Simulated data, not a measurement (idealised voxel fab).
process module | voxel spacer lines
cross-section cut | 225 nm wide | cells 5 nm
A cross-section is a grid of square cells, given in bands from the top down. A band is one or more rows of cells.
Each band's line starts with the height of the band's top and of its bottom, in nm. Then come its materials from left to right, each with its width in nm. One material with "throughout" fills the band from edge to edge. "air" is empty space.
Height 0 is the level under which the wafer as received is all one material. The lowest band goes on downwards, as in "0 down".
A width such as "30 to 40" changes by the same amount from each row of cells to the next, from the band's top row to its bottom row.
"no change" after a step means that no cell of the cross-section changed.
closed voids: empty space of 8 cells or more with no open way to the top, each as width x height at its distance from the left edge, in nm
after a step's settings: what the simulator itself notes on the step
overlay nm, on a step with a mask: how far to the right of its planned place the mask lay; to the left if negative
plan
1 op RECEIVE | material Si
2 op CONFORMAL_DEP | material SiO2 | thk nm 10
3 op DIRECTIONAL_DEP | material W | thk nm 15
4 op DIRECTIONAL_DEP | material aC | thk nm 25
5 op PATTERN | tone cover | mask id MANDREL | material resist | width nm 25 | pitch nm 70 | thk nm 35 | overlay nm 0
6 op DIRECTIONAL_ETCH | etch materials aC | depth nm 25
7 op STRIP | etch materials resist
8 op CONFORMAL_DEP | material SiN | thk nm 10
9 op DIRECTIONAL_ETCH | etch materials SiN | depth nm 10
10 op STRIP | etch materials aC
11 op DIRECTIONAL_ETCH | etch materials W | depth nm 15
12 op STRIP | etch materials SiN
as received, after step 1
  0 down: Si throughout
  closed voids: none
first wafer at the end, as planned
  25 to 10: air 20 | W 10 | air 25 | W 10 | air 25 | W 10 | air 25 | W 10 | air 25 | W 10 | air 25 | W 10 | air 20
  10 to 0: SiO2 throughout
  0 down: Si throughout
  closed voids: none
second wafer at the end: like start, like plan, one mistake
  15 to 0: air 20 | W 10 | air 25 | W 10 | air 25 | W 10 | air 25 | W 10 | air 25 | W 10 | air 25 | W 10 | air 20
  0 down: Si throughout
  closed voids: none
what went wrong: step 2 was left out
at the end the second wafer has, in cells: 90 fewer of SiO2
